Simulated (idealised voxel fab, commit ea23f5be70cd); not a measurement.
Process module, titled voxel transistor to metal
Cross-section cut spans 285 nm and uses square cells 5 nm in size.
Heads up, the way a cross-section reads in here is a grid of square cells, handed over as bands from the top down, with every band being one or more rows of cells. Band entry format. Leading values: height of top, height of bottom, nm. Remainder: materials in left-to-right order, each with its width in nm. Special words: "full width" on a single material, which then fills the band edge to edge; "empty", empty space. Heights are reckoned from 0. Under this level, the received wafer is all of one material. The bottommost band is open-ended downward, for example "0 and below". The width entry "30..40" should be interpreted row by row: the top row of cells in the band takes the first number, the bottom row takes the second number, and the change between adjacent rows is uniform throughout. When a step is marked "nothing different", none of the cells in the cross-section changed during that step. In "Listed closed voids" the enclosed voids are listed, meaning empty spaces of 8 cells or larger without any opening to the top. The form is width x height at distance, distance from the left edge, units nm. If you see something after the settings on a step's line, that's the simulator's own remark about that step. When a step includes a mask, the "overlay nm" setting on its line states how far to the right of its planned place that mask lay, and negative values state how far to the left. In what follows, pairs of cross-sections are presented, each taken before and after one process step, with the after cross-section shown only down to the lowest band that was altered; the step, together with its settings, is stated below the pair. The pairs may stem from different runs of this module on the same starting wafer; accordingly, a pair should be taken as continuing from the one above it solely where its entry headed "Prior state" indicates as much.

## Prior state
* 30 down to 25  TiN 25 nm  empty 10 nm  TiN 75 nm  empty 10 nm  TiN 45 nm  empty 10 nm  TiN 75 nm  empty 10 nm  TiN 25 nm
* 25 down to 10  SiO2 20 nm  TiN 5 nm  empty 10 nm  TiN 5 nm  SiO2 65 nm  TiN 5 nm  empty 10 nm  TiN 5 nm  SiO2 35 nm  TiN 5 nm  empty 10 nm  TiN 5 nm  SiO2 65 nm  TiN 5 nm  empty 10 nm  TiN 5 nm  SiO2 20 nm
* 10 down to 5  SiO2 20 nm  TiN 5 nm  empty 5 nm  TiN 10 nm  SiO2 10 nm  SiN 10 nm  TiN 5 nm  W 15 nm  TiN 5 nm  SiN 10 nm  SiO2 10 nm  TiN 10 nm  empty 5 nm  TiN 5 nm  SiO2 35 nm  TiN 5 nm  empty 5 nm  TiN 10 nm  SiO2 10 nm  SiN 10 nm  TiN 5 nm  W 15 nm  TiN 5 nm  SiN 10 nm  SiO2 10 nm  TiN 10 nm  empty 5 nm  TiN 5 nm  SiO2 20 nm
* 5 down to -5  SiO2 10 nm  SiN 10 nm  TiN 5 nm  empty 5 nm  TiN 5 nm  SiGe 15 nm  SiN 10 nm  TiN 5 nm  W 15 nm  TiN 5 nm  SiN 10 nm  SiGe 15 nm  TiN 5 nm  empty 5 nm  TiN 5 nm  SiN 10 nm  SiO2 15 nm  SiN 10 nm  TiN 5 nm  empty 5 nm  TiN 5 nm  SiGe 15 nm  SiN 10 nm  TiN 5 nm  W 15 nm  TiN 5 nm  SiN 10 nm  SiGe 15 nm  TiN 5 nm  empty 5 nm  TiN 5 nm  SiN 10 nm  SiO2 10 nm
* -5 down to -10  SiO2 20 nm  TiN 15 nm  SiGe 15 nm  SiO2 5 nm  TiN 35 nm  SiO2 5 nm  SiGe 15 nm  TiN 15 nm  SiO2 35 nm  TiN 15 nm  SiGe 15 nm  SiO2 5 nm  TiN 35 nm  SiO2 5 nm  SiGe 15 nm  TiN 15 nm  SiO2 20 nm
* -10 down to -25  SiO2 20 nm  SiGe 30 nm  Si 45 nm  SiGe 30 nm  SiO2 35 nm  SiGe 30 nm  Si 45 nm  SiGe 30 nm  SiO2 20 nm
* -25 down to -40  SiO2 20 nm  Si 105 nm  SiO2 35 nm  Si 105 nm  SiO2 20 nm
* -40 and below  Si full width
* Listed closed voids: none

## Post-Step Appearance
* 35 down to 30  Ru full width
* 30 down to 25  TiN 25 nm  Ru 10 nm  TiN 75 nm  Ru 10 nm  TiN 45 nm  Ru 10 nm  TiN 75 nm  Ru 10 nm  TiN 25 nm
* 25 down to 10  SiO2 20 nm  TiN 5 nm  Ru 10 nm  TiN 5 nm  SiO2 65 nm  TiN 5 nm  Ru 10 nm  TiN 5 nm  SiO2 35 nm  TiN 5 nm  Ru 10 nm  TiN 5 nm  SiO2 65 nm  TiN 5 nm  Ru 10 nm  TiN 5 nm  SiO2 20 nm
* 10 down to 5  SiO2 20 nm  TiN 5 nm  Ru 5 nm  TiN 10 nm  SiO2 10 nm  SiN 10 nm  TiN 5 nm  W 15 nm  TiN 5 nm  SiN 10 nm  SiO2 10 nm  TiN 10 nm  Ru 5 nm  TiN 5 nm  SiO2 35 nm  TiN 5 nm  Ru 5 nm  TiN 10 nm  SiO2 10 nm  SiN 10 nm  TiN 5 nm  W 15 nm  TiN 5 nm  SiN 10 nm  SiO2 10 nm  TiN 10 nm  Ru 5 nm  TiN 5 nm  SiO2 20 nm
* 5 down to -5  SiO2 10 nm  SiN 10 nm  TiN 5 nm  Ru 5 nm  TiN 5 nm  SiGe 15 nm  SiN 10 nm  TiN 5 nm  W 15 nm  TiN 5 nm  SiN 10 nm  SiGe 15 nm  TiN 5 nm  Ru 5 nm  TiN 5 nm  SiN 10 nm  SiO2 15 nm  SiN 10 nm  TiN 5 nm  Ru 5 nm  TiN 5 nm  SiGe 15 nm  SiN 10 nm  TiN 5 nm  W 15 nm  TiN 5 nm  SiN 10 nm  SiGe 15 nm  TiN 5 nm  Ru 5 nm  TiN 5 nm  SiN 10 nm  SiO2 10 nm
* Under -5: no change, same as before.
* Listed closed voids: none
Between the two cross-sections shown above lies FILL_DEP, material Ru, thk nm 5

Prior state: as in the pair right above, post-step view.

## Post-Step Appearance
* 25 down to 10  SiO2 20 nm  TiN 5 nm  Ru 10 nm  TiN 5 nm  SiO2 65 nm  TiN 5 nm  Ru 10 nm  TiN 5 nm  SiO2 35 nm  TiN 5 nm  Ru 10 nm  TiN 5 nm  SiO2 65 nm  TiN 5 nm  Ru 10 nm  TiN 5 nm  SiO2 20 nm
* Under 10: no change, same as before.
* Listed closed voids: none
Between the two cross-sections shown above lies CMP, height nm 25

Prior state: as in the pair right above, post-step view.

## Post-Step Appearance
* 30 down to 25  SiCN full width
* Under 25: no change, same as before.
* Listed closed voids: none
Between the two cross-sections shown above lies CONFORMAL_DEP, material SiCN, thk nm 5

Prior state: as in the pair right above, post-step view.

## Post-Step Appearance
* 55 down to 30  SiO2 full width
* Under 30: no change, same as before.
* Listed closed voids: none
Between the two cross-sections shown above lies DIRECTIONAL_DEP, material SiO2, thk nm 25

Prior state: as in the pair right above, post-step view.

## Post-Step Appearance
* 65 down to 55  aC full width
* Under 55: no change, same as before.
* Listed closed voids: none
Between the two cross-sections shown above lies DIRECTIONAL_DEP, material aC, thk nm 10

Prior state: as in the pair right above, post-step view.

## Post-Step Appearance
* 95 down to 65  resist 20 nm  empty 20 nm  resist 65 nm  empty 20 nm  resist 35 nm  empty 20 nm  resist 65 nm  empty 20 nm  resist 20 nm
* Under 65: no change, same as before.
* Listed closed voids: none
Between the two cross-sections shown above lies PATTERN, tone open, mask id METAL_1, material resist, width nm 20, thk nm 30, overlay nm 0

Prior state: as in the pair right above, post-step view.

## Post-Step Appearance
* 85 down to 65  resist 20 nm  empty 20 nm  resist 65 nm  empty 20 nm  resist 35 nm  empty 20 nm  resist 65 nm  empty 20 nm  resist 20 nm
* 65 down to 55  aC 20 nm  empty 20 nm  aC 65 nm  empty 20 nm  aC 35 nm  empty 20 nm  aC 65 nm  empty 20 nm  aC 20 nm
* Under 55: no change, same as before.
* Listed closed voids: none
Between the two cross-sections shown above lies DIRECTIONAL_ETCH, etch materials aC, depth nm 10

Prior state: as in the pair right above, post-step view.

## Post-Step Appearance
* 65 down to 55  aC 20 nm  empty 20 nm  aC 65 nm  empty 20 nm  aC 35 nm  empty 20 nm  aC 65 nm  empty 20 nm  aC 20 nm
* Under 55: no change, same as before.
* Listed closed voids: none
Between the two cross-sections shown above lies STRIP, etch materials resist

Prior state: as in the pair right above, post-step view.

## Post-Step Appearance
* 65 down to 55  aC 20 nm  empty 20 nm  aC 65 nm  empty 20 nm  aC 35 nm  empty 20 nm  aC 65 nm  empty 20 nm  aC 20 nm
* 55 down to 30  SiO2 20 nm  empty 20 nm  SiO2 65 nm  empty 20 nm  SiO2 35 nm  empty 20 nm  SiO2 65 nm  empty 20 nm  SiO2 20 nm
* Under 30: no change, same as before.
* Listed closed voids: none
Between the two cross-sections shown above lies DIRECTIONAL_ETCH, etch materials SiO2, depth nm 25

Prior state: as in the pair right above, post-step view.

## Post-Step Appearance
* 65 down to 55  aC 20 nm  empty 20 nm  aC 65 nm  empty 20 nm  aC 35 nm  empty 20 nm  aC 65 nm  empty 20 nm  aC 20 nm
* 55 down to 30  SiO2 20 nm  empty 20 nm  SiO2 65 nm  empty 20 nm  SiO2 35 nm  empty 20 nm  SiO2 65 nm  empty 20 nm  SiO2 20 nm
* 30 down to 25  SiCN 20 nm  empty 20 nm  SiCN 65 nm  empty 20 nm  SiCN 35 nm  empty 20 nm  SiCN 65 nm  empty 20 nm  SiCN 20 nm
* Under 25: no change, same as before.
* Listed closed voids: none
Between the two cross-sections shown above lies DIRECTIONAL_ETCH, etch materials SiCN, depth nm 5

Prior state: as in the pair right above, post-step view.

## Post-Step Appearance
* 55 down to 30  SiO2 20 nm  empty 20 nm  SiO2 65 nm  empty 20 nm  SiO2 35 nm  empty 20 nm  SiO2 65 nm  empty 20 nm  SiO2 20 nm
* Under 30: no change, same as before.
* Listed closed voids: none
Between the two cross-sections shown above lies STRIP, etch materials aC

Prior state: as in the pair right above, post-step view.

## Post-Step Appearance
* 60 down to 55  TiN 25 nm  empty 10 nm  TiN 75 nm  empty 10 nm  TiN 45 nm  empty 10 nm  TiN 75 nm  empty 10 nm  TiN 25 nm
* 55 down to 30  SiO2 20 nm  TiN 5 nm  empty 10 nm  TiN 5 nm  SiO2 65 nm  TiN 5 nm  empty 10 nm  TiN 5 nm  SiO2 35 nm  TiN 5 nm  empty 10 nm  TiN 5 nm  SiO2 65 nm  TiN 5 nm  empty 10 nm  TiN 5 nm  SiO2 20 nm
* 30 down to 25  SiCN 20 nm  TiN 20 nm  SiCN 65 nm  TiN 20 nm  SiCN 35 nm  TiN 20 nm  SiCN 65 nm  TiN 20 nm  SiCN 20 nm
* Under 25: no change, same as before.
* Listed closed voids: none
Between the two cross-sections shown above lies CONFORMAL_DEP, material TiN, thk nm 5

Prior state: as in the pair right above, post-step view.

## Post-Step Appearance
* 65 down to 60  W full width
* 60 down to 55  TiN 25 nm  W 10 nm  TiN 75 nm  W 10 nm  TiN 45 nm  W 10 nm  TiN 75 nm  W 10 nm  TiN 25 nm
* 55 down to 30  SiO2 20 nm  TiN 5 nm  W 10 nm  TiN 5 nm  SiO2 65 nm  TiN 5 nm  W 10 nm  TiN 5 nm  SiO2 35 nm  TiN 5 nm  W 10 nm  TiN 5 nm  SiO2 65 nm  TiN 5 nm  W 10 nm  TiN 5 nm  SiO2 20 nm
* Under 30: no change, same as before.
* Listed closed voids: none
Between the two cross-sections shown above lies FILL_DEP, material W, thk nm 5

Prior state: as in the pair right above, post-step view.

## Post-Step Appearance
* 55 down to 30  SiO2 20 nm  TiN 5 nm  W 10 nm  TiN 5 nm  SiO2 65 nm  TiN 5 nm  W 10 nm  TiN 5 nm  SiO2 35 nm  TiN 5 nm  W 10 nm  TiN 5 nm  SiO2 65 nm  TiN 5 nm  W 10 nm  TiN 5 nm  SiO2 20 nm
* Under 30: no change, same as before.
* Listed closed voids: none
Between the two cross-sections shown above lies CMP, height nm 55

Prior state: as in the pair right above, post-step view.

## Post-Step Appearance
* 60 down to 55  SiCN full width
* Under 55: no change, same as before.
* Listed closed voids: none
Between the two cross-sections shown above lies CONFORMAL_DEP, material SiCN, thk nm 5

Prior state: as in the pair right above, post-step view.

## Post-Step Appearance
* 85 down to 60  SiO2 full width
* Under 60: no change, same as before.
* Listed closed voids: none
Between the two cross-sections shown above lies DIRECTIONAL_DEP, material SiO2, thk nm 25

Prior state: as in the pair right above, post-step view.

## Post-Step Appearance
* 85 down to 60  SiO2 20 nm  empty 15 nm  SiO2 125 nm  empty 15 nm  SiO2 110 nm
* Under 60: no change, same as before.
* Listed closed voids: none
Between the two cross-sections shown above lies MASKED_ETCH, tone open, mask id METAL_2_HOLES, width nm 15, pitch nm 140, etch materials SiO2, depth nm 25, overlay nm 0

Prior state: as in the pair right above, post-step view.

## Post-Step Appearance
* 95 down to 85  aC 20 nm  empty 15 nm  aC 125 nm  empty 15 nm  aC 110 nm
* 85 down to 70  SiO2 20 nm  empty 15 nm  SiO2 125 nm  empty 15 nm  SiO2 110 nm
* 70 down to 60  SiO2 20 nm  aC 15 nm  SiO2 125 nm  aC 15 nm  SiO2 110 nm
* Under 60: no change, same as before.
* Listed closed voids: none
Between the two cross-sections shown above lies DIRECTIONAL_DEP, material aC, thk nm 10

Prior state: as in the pair right above, post-step view.

## Post-Step Appearance
* 120 down to 95  resist 20 nm  empty 20 nm  resist 120 nm  empty 20 nm  resist 105 nm
* Under 95: no change, same as before.
* Listed closed voids: none
Between the two cross-sections shown above lies PATTERN, tone open, mask id METAL_2, material resist, width nm 20, pitch nm 140, thk nm 25, overlay nm 0

Prior state: as in the pair right above, post-step view.

## Post-Step Appearance
* 110 down to 95  resist 20 nm  empty 20 nm  resist 120 nm  empty 20 nm  resist 105 nm
* 95 down to 85  aC 20 nm  empty 20 nm  aC 120 nm  empty 20 nm  aC 105 nm
* 85 down to 60  SiO2 20 nm  empty 15 nm  SiO2 125 nm  empty 15 nm  SiO2 110 nm
* Under 60: no change, same as before.
* Listed closed voids: none
Between the two cross-sections shown above lies DIRECTIONAL_ETCH, etch materials aC, depth nm 10

Prior state: as in the pair right above, post-step view.

## Post-Step Appearance
* 95 down to 85  aC 20 nm  empty 20 nm  aC 120 nm  empty 20 nm  aC 105 nm
* Under 85: no change, same as before.
* Listed closed voids: none
Between the two cross-sections shown above lies STRIP, etch materials resist

Prior state: as in the pair right above, post-step view.

## Post-Step Appearance
* 95 down to 85  aC 20 nm  empty 20 nm  aC 120 nm  empty 20 nm  aC 105 nm
* 85 down to 70  SiO2 20 nm  empty 20 nm  SiO2 120 nm  empty 20 nm  SiO2 105 nm
* Under 70: no change, same as before.
* Listed closed voids: none
Between the two cross-sections shown above lies DIRECTIONAL_ETCH, etch materials SiO2, depth nm 15

Prior state: as in the pair right above, post-step view.

## Post-Step Appearance
* 95 down to 85  aC 20 nm  empty 20 nm  aC 120 nm  empty 20 nm  aC 105 nm
* 85 down to 70  SiO2 20 nm  empty 20 nm  SiO2 120 nm  empty 20 nm  SiO2 105 nm
* 70 down to 60  SiO2 20 nm  empty 15 nm  SiO2 125 nm  empty 15 nm  SiO2 110 nm
* 60 down to 55  SiCN 20 nm  empty 15 nm  SiCN 125 nm  empty 15 nm  SiCN 110 nm
* Under 55: no change, same as before.
* Listed closed voids: none
Between the two cross-sections shown above lies DIRECTIONAL_ETCH, etch materials SiCN, depth nm 5

Prior state: as in the pair right above, post-step view.

## Post-Step Appearance
* 85 down to 70  SiO2 20 nm  empty 20 nm  SiO2 120 nm  empty 20 nm  SiO2 105 nm
* Under 70: no change, same as before.
* Listed closed voids: none
Between the two cross-sections shown above lies STRIP, etch materials aC

Prior state: as in the pair right above, post-step view.

## Post-Step Appearance
* 90 down to 85  TiN 25 nm  empty 10 nm  TiN 130 nm  empty 10 nm  TiN 110 nm
* 85 down to 75  SiO2 20 nm  TiN 5 nm  empty 10 nm  TiN 5 nm  SiO2 120 nm  TiN 5 nm  empty 10 nm  TiN 5 nm  SiO2 105 nm
* 75 down to 70  SiO2 20 nm  TiN 5 nm  empty 5 nm  TiN 10 nm  SiO2 120 nm  TiN 5 nm  empty 5 nm  TiN 10 nm  SiO2 105 nm
* 70 down to 60  SiO2 20 nm  TiN 5 nm  empty 5 nm  TiN 5 nm  SiO2 125 nm  TiN 5 nm  empty 5 nm  TiN 5 nm  SiO2 110 nm
* 60 down to 55  SiCN 20 nm  TiN 15 nm  SiCN 125 nm  TiN 15 nm  SiCN 110 nm
* Under 55: no change, same as before.
* Listed closed voids: none
Between the two cross-sections shown above lies CONFORMAL_DEP, material TiN, thk nm 5

Prior state: as in the pair right above, post-step view.

## Post-Step Appearance
* 95 down to 90  Cu full width
* 90 down to 85  TiN 25 nm  Cu 10 nm  TiN 130 nm  Cu 10 nm  TiN 110 nm
* 85 down to 75  SiO2 20 nm  TiN 5 nm  Cu 10 nm  TiN 5 nm  SiO2 120 nm  TiN 5 nm  Cu 10 nm  TiN 5 nm  SiO2 105 nm
* 75 down to 70  SiO2 20 nm  TiN 5 nm  Cu 5 nm  TiN 10 nm  SiO2 120 nm  TiN 5 nm  Cu 5 nm  TiN 10 nm  SiO2 105 nm
* 70 down to 60  SiO2 20 nm  TiN 5 nm  Cu 5 nm  TiN 5 nm  SiO2 125 nm  TiN 5 nm  Cu 5 nm  TiN 5 nm  SiO2 110 nm
* Under 60: no change, same as before.
* Listed closed voids: none
Between the two cross-sections shown above lies FILL_DEP, material Cu, thk nm 5

Prior state: as in the pair right above, post-step view.

## Post-Step Appearance
* 85 down to 75  SiO2 20 nm  TiN 5 nm  Cu 10 nm  TiN 5 nm  SiO2 120 nm  TiN 5 nm  Cu 10 nm  TiN 5 nm  SiO2 105 nm
* Under 75: no change, same as before.
* Listed closed voids: none
Between the two cross-sections shown above lies CMP, height nm 85

Prior state: as in the pair right above, post-step view.

## Post-Step Appearance
* 90 down to 85  SiCN full width
* Under 85: no change, same as before.
* Listed closed voids: none
Between the two cross-sections shown above lies CONFORMAL_DEP, material SiCN, thk nm 5

## Prior state
* 25 down to 15  empty 50 nm  SiN 10 nm  SiCN 25 nm  SiN 10 nm  empty 95 nm  SiN 10 nm  SiCN 25 nm  SiN 10 nm  empty 50 nm
* 15 down to 5  empty 50 nm  SiN 10 nm  polySi 25 nm  SiN 10 nm  empty 95 nm  SiN 10 nm  polySi 25 nm  SiN 10 nm  empty 50 nm
* 5 down to 0  empty 10 nm  SiN 10 nm  empty 15 nm  SiGe 15 nm  SiN 10 nm  polySi 25 nm  SiN 10 nm  SiGe 15 nm  empty 15 nm  SiN 10 nm  empty 15 nm  SiN 10 nm  empty 15 nm  SiGe 15 nm  SiN 10 nm  polySi 25 nm  SiN 10 nm  SiGe 15 nm  empty 15 nm  SiN 10 nm  empty 10 nm
* 0 down to -5  SiO2 10 nm  SiN 10 nm  empty 15 nm  SiGe 15 nm  SiN 10 nm  polySi 25 nm  SiN 10 nm  SiGe 15 nm  empty 15 nm  SiN 10 nm  SiO2 15 nm  SiN 10 nm  empty 15 nm  SiGe 15 nm  SiN 10 nm  polySi 25 nm  SiN 10 nm  SiGe 15 nm  empty 15 nm  SiN 10 nm  SiO2 10 nm
* -5 down to -10  SiO2 20 nm  empty 15 nm  SiGe 15 nm  SiO2 45 nm  SiGe 15 nm  empty 15 nm  SiO2 35 nm  empty 15 nm  SiGe 15 nm  SiO2 45 nm  SiGe 15 nm  empty 15 nm  SiO2 20 nm
* -10 down to -25  SiO2 20 nm  SiGe 30 nm  Si 45 nm  SiGe 30 nm  SiO2 35 nm  SiGe 30 nm  Si 45 nm  SiGe 30 nm  SiO2 20 nm
* -25 down to -40  SiO2 20 nm  Si 105 nm  SiO2 35 nm  Si 105 nm  SiO2 20 nm
* -40 and below  Si full width
* Listed closed voids: none

## Post-Step Appearance
* 25 down to 20  empty 50 nm  SiN 10 nm  SiCN 25 nm  SiN 10 nm  empty 95 nm  SiN 10 nm  SiCN 25 nm  SiN 10 nm  empty 50 nm
* 20 down to 15  empty 20 nm  SiGe 30 nm  SiN 10 nm  SiCN 25 nm  SiN 10 nm  SiGe 30 nm  empty 35 nm  SiGe 30 nm  SiN 10 nm  SiCN 25 nm  SiN 10 nm  SiGe 30 nm  empty 20 nm
* 15 down to 5  empty 20 nm  SiGe 30 nm  SiN 10 nm  polySi 25 nm  SiN 10 nm  SiGe 30 nm  empty 35 nm  SiGe 30 nm  SiN 10 nm  polySi 25 nm  SiN 10 nm  SiGe 30 nm  empty 20 nm
* 5 down to 0  empty 10 nm  SiN 10 nm  SiGe 30 nm  SiN 10 nm  polySi 25 nm  SiN 10 nm  SiGe 30 nm  SiN 10 nm  empty 15 nm  SiN 10 nm  SiGe 30 nm  SiN 10 nm  polySi 25 nm  SiN 10 nm  SiGe 30 nm  SiN 10 nm  empty 10 nm
* 0 down to -5  SiO2 10 nm  SiN 10 nm  SiGe 30 nm  SiN 10 nm  polySi 25 nm  SiN 10 nm  SiGe 30 nm  SiN 10 nm  SiO2 15 nm  SiN 10 nm  SiGe 30 nm  SiN 10 nm  polySi 25 nm  SiN 10 nm  SiGe 30 nm  SiN 10 nm  SiO2 10 nm
* -5 down to -10  SiO2 20 nm  SiGe 30 nm  SiO2 45 nm  SiGe 30 nm  SiO2 35 nm  SiGe 30 nm  SiO2 45 nm  SiGe 30 nm  SiO2 20 nm
* Under -10: no change, same as before.
* Listed closed voids: none
Between the two cross-sections shown above lies EPI, material SiGe, thk nm 15

Prior state: as in the pair right above, post-step view.

## Post-Step Appearance
* 30 down to 25  SiO2 full width
* 25 down to 20  SiO2 50 nm  SiN 10 nm  SiCN 25 nm  SiN 10 nm  SiO2 95 nm  SiN 10 nm  SiCN 25 nm  SiN 10 nm  SiO2 50 nm
* 20 down to 15  SiO2 20 nm  SiGe 30 nm  SiN 10 nm  SiCN 25 nm  SiN 10 nm  SiGe 30 nm  SiO2 35 nm  SiGe 30 nm  SiN 10 nm  SiCN 25 nm  SiN 10 nm  SiGe 30 nm  SiO2 20 nm
* 15 down to 5  SiO2 20 nm  SiGe 30 nm  SiN 10 nm  polySi 25 nm  SiN 10 nm  SiGe 30 nm  SiO2 35 nm  SiGe 30 nm  SiN 10 nm  polySi 25 nm  SiN 10 nm  SiGe 30 nm  SiO2 20 nm
* 5 down to -5  SiO2 10 nm  SiN 10 nm  SiGe 30 nm  SiN 10 nm  polySi 25 nm  SiN 10 nm  SiGe 30 nm  SiN 10 nm  SiO2 15 nm  SiN 10 nm  SiGe 30 nm  SiN 10 nm  polySi 25 nm  SiN 10 nm  SiGe 30 nm  SiN 10 nm  SiO2 10 nm
* Under -5: no change, same as before.
* Listed closed voids: none
Between the two cross-sections shown above lies FILL_DEP, material SiO2, thk nm 5

Prior state: as in the pair right above, post-step view.

## Post-Step Appearance
* 15 down to 5  SiO2 20 nm  SiGe 30 nm  SiN 10 nm  polySi 25 nm  SiN 10 nm  SiGe 30 nm  SiO2 35 nm  SiGe 30 nm  SiN 10 nm  polySi 25 nm  SiN 10 nm  SiGe 30 nm  SiO2 20 nm
* Under 5: no change, same as before.
* Listed closed voids: none
Between the two cross-sections shown above lies CMP, height nm 15

Prior state: as in the pair right above, post-step view.

## Post-Step Appearance
* 15 down to 5  SiO2 20 nm  SiGe 30 nm  SiN 10 nm  empty 25 nm  SiN 10 nm  SiGe 30 nm  SiO2 35 nm  SiGe 30 nm  SiN 10 nm  empty 25 nm  SiN 10 nm  SiGe 30 nm  SiO2 20 nm
* 5 down to -5  SiO2 10 nm  SiN 10 nm  SiGe 30 nm  SiN 10 nm  empty 25 nm  SiN 10 nm  SiGe 30 nm  SiN 10 nm  SiO2 15 nm  SiN 10 nm  SiGe 30 nm  SiN 10 nm  empty 25 nm  SiN 10 nm  SiGe 30 nm  SiN 10 nm  SiO2 10 nm
* Under -5: no change, same as before.
* Listed closed voids: none
Between the two cross-sections shown above lies STRIP, etch materials polySi

Prior state: as in the pair right above, post-step view.

## Post-Step Appearance
* 15 down to 10  empty 20 nm  SiGe 30 nm  SiN 10 nm  empty 25 nm  SiN 10 nm  SiGe 30 nm  empty 35 nm  SiGe 30 nm  SiN 10 nm  empty 25 nm  SiN 10 nm  SiGe 30 nm  empty 20 nm
* 10 down to 5  SiO2 20 nm  SiGe 30 nm  SiN 10 nm  empty 25 nm  SiN 10 nm  SiGe 30 nm  SiO2 35 nm  SiGe 30 nm  SiN 10 nm  empty 25 nm  SiN 10 nm  SiGe 30 nm  SiO2 20 nm
* 5 down to -5  SiO2 10 nm  SiN 10 nm  SiGe 30 nm  SiN 10 nm  empty 25 nm  SiN 10 nm  SiGe 30 nm  SiN 10 nm  SiO2 15 nm  SiN 10 nm  SiGe 30 nm  SiN 10 nm  empty 25 nm  SiN 10 nm  SiGe 30 nm  SiN 10 nm  SiO2 10 nm
* -5 down to -10  SiO2 20 nm  SiGe 30 nm  SiO2 5 nm  empty 35 nm  SiO2 5 nm  SiGe 30 nm  SiO2 35 nm  SiGe 30 nm  SiO2 5 nm  empty 35 nm  SiO2 5 nm  SiGe 30 nm  SiO2 20 nm
* Under -10: no change, same as before.
* Listed closed voids: none
Between the two cross-sections shown above lies SELECTIVE_ETCH, etch materials SiO2, depth nm 5

Prior state: as in the pair right above, post-step view.

## Post-Step Appearance
* 20 down to 15  empty 15 nm  HfO2 50 nm  empty 15 nm  HfO2 50 nm  empty 25 nm  HfO2 50 nm  empty 15 nm  HfO2 50 nm  empty 15 nm
* 15 down to 10  HfO2 20 nm  SiGe 30 nm  SiN 10 nm  HfO2 5 nm  empty 15 nm  HfO2 5 nm  SiN 10 nm  SiGe 30 nm  HfO2 35 nm  SiGe 30 nm  SiN 10 nm  HfO2 5 nm  empty 15 nm  HfO2 5 nm  SiN 10 nm  SiGe 30 nm  HfO2 20 nm
* 10 down to 5  SiO2 20 nm  SiGe 30 nm  SiN 10 nm  HfO2 5 nm  empty 15 nm  HfO2 5 nm  SiN 10 nm  SiGe 30 nm  SiO2 35 nm  SiGe 30 nm  SiN 10 nm  HfO2 5 nm  empty 15 nm  HfO2 5 nm  SiN 10 nm  SiGe 30 nm  SiO2 20 nm
* 5 down to -5  SiO2 10 nm  SiN 10 nm  SiGe 30 nm  SiN 10 nm  HfO2 5 nm  empty 15 nm  HfO2 5 nm  SiN 10 nm  SiGe 30 nm  SiN 10 nm  SiO2 15 nm  SiN 10 nm  SiGe 30 nm  SiN 10 nm  HfO2 5 nm  empty 15 nm  HfO2 5 nm  SiN 10 nm  SiGe 30 nm  SiN 10 nm  SiO2 10 nm
* -5 down to -10  SiO2 20 nm  SiGe 30 nm  SiO2 5 nm  HfO2 35 nm  SiO2 5 nm  SiGe 30 nm  SiO2 35 nm  SiGe 30 nm  SiO2 5 nm  HfO2 35 nm  SiO2 5 nm  SiGe 30 nm  SiO2 20 nm
* Under -10: no change, same as before.
* Listed closed voids: none
Between the two cross-sections shown above lies CONFORMAL_DEP, material HfO2, thk nm 5

Prior state: as in the pair right above, post-step view.

## Post-Step Appearance
* 25 down to 20  empty 10 nm  TiN 60 nm  empty 5 nm  TiN 60 nm  empty 15 nm  TiN 60 nm  empty 5 nm  TiN 60 nm  empty 10 nm
* 20 down to 15  TiN 15 nm  HfO2 50 nm  TiN 5 nm  empty 5 nm  TiN 5 nm  HfO2 50 nm  TiN 25 nm  HfO2 50 nm  TiN 5 nm  empty 5 nm  TiN 5 nm  HfO2 50 nm  TiN 15 nm
* 15 down to 10  HfO2 20 nm  SiGe 30 nm  SiN 10 nm  HfO2 5 nm  TiN 5 nm  empty 5 nm  TiN 5 nm  HfO2 5 nm  SiN 10 nm  SiGe 30 nm  HfO2 35 nm  SiGe 30 nm  SiN 10 nm  HfO2 5 nm  TiN 5 nm  empty 5 nm  TiN 5 nm  HfO2 5 nm  SiN 10 nm  SiGe 30 nm  HfO2 20 nm
* 10 down to 5  SiO2 20 nm  SiGe 30 nm  SiN 10 nm  HfO2 5 nm  TiN 5 nm  empty 5 nm  TiN 5 nm  HfO2 5 nm  SiN 10 nm  SiGe 30 nm  SiO2 35 nm  SiGe 30 nm  SiN 10 nm  HfO2 5 nm  TiN 5 nm  empty 5 nm  TiN 5 nm  HfO2 5 nm  SiN 10 nm  SiGe 30 nm  SiO2 20 nm
* 5 down to 0  SiO2 10 nm  SiN 10 nm  SiGe 30 nm  SiN 10 nm  HfO2 5 nm  TiN 5 nm  empty 5 nm  TiN 5 nm  HfO2 5 nm  SiN 10 nm  SiGe 30 nm  SiN 10 nm  SiO2 15 nm  SiN 10 nm  SiGe 30 nm  SiN 10 nm  HfO2 5 nm  TiN 5 nm  empty 5 nm  TiN 5 nm  HfO2 5 nm  SiN 10 nm  SiGe 30 nm  SiN 10 nm  SiO2 10 nm
* 0 down to -5  SiO2 10 nm  SiN 10 nm  SiGe 30 nm  SiN 10 nm  HfO2 5 nm  TiN 15 nm  HfO2 5 nm  SiN 10 nm  SiGe 30 nm  SiN 10 nm  SiO2 15 nm  SiN 10 nm  SiGe 30 nm  SiN 10 nm  HfO2 5 nm  TiN 15 nm  HfO2 5 nm  SiN 10 nm  SiGe 30 nm  SiN 10 nm  SiO2 10 nm
* Under -5: no change, same as before.
* Listed closed voids: none
Between the two cross-sections shown above lies CONFORMAL_DEP, material TiN, thk nm 5
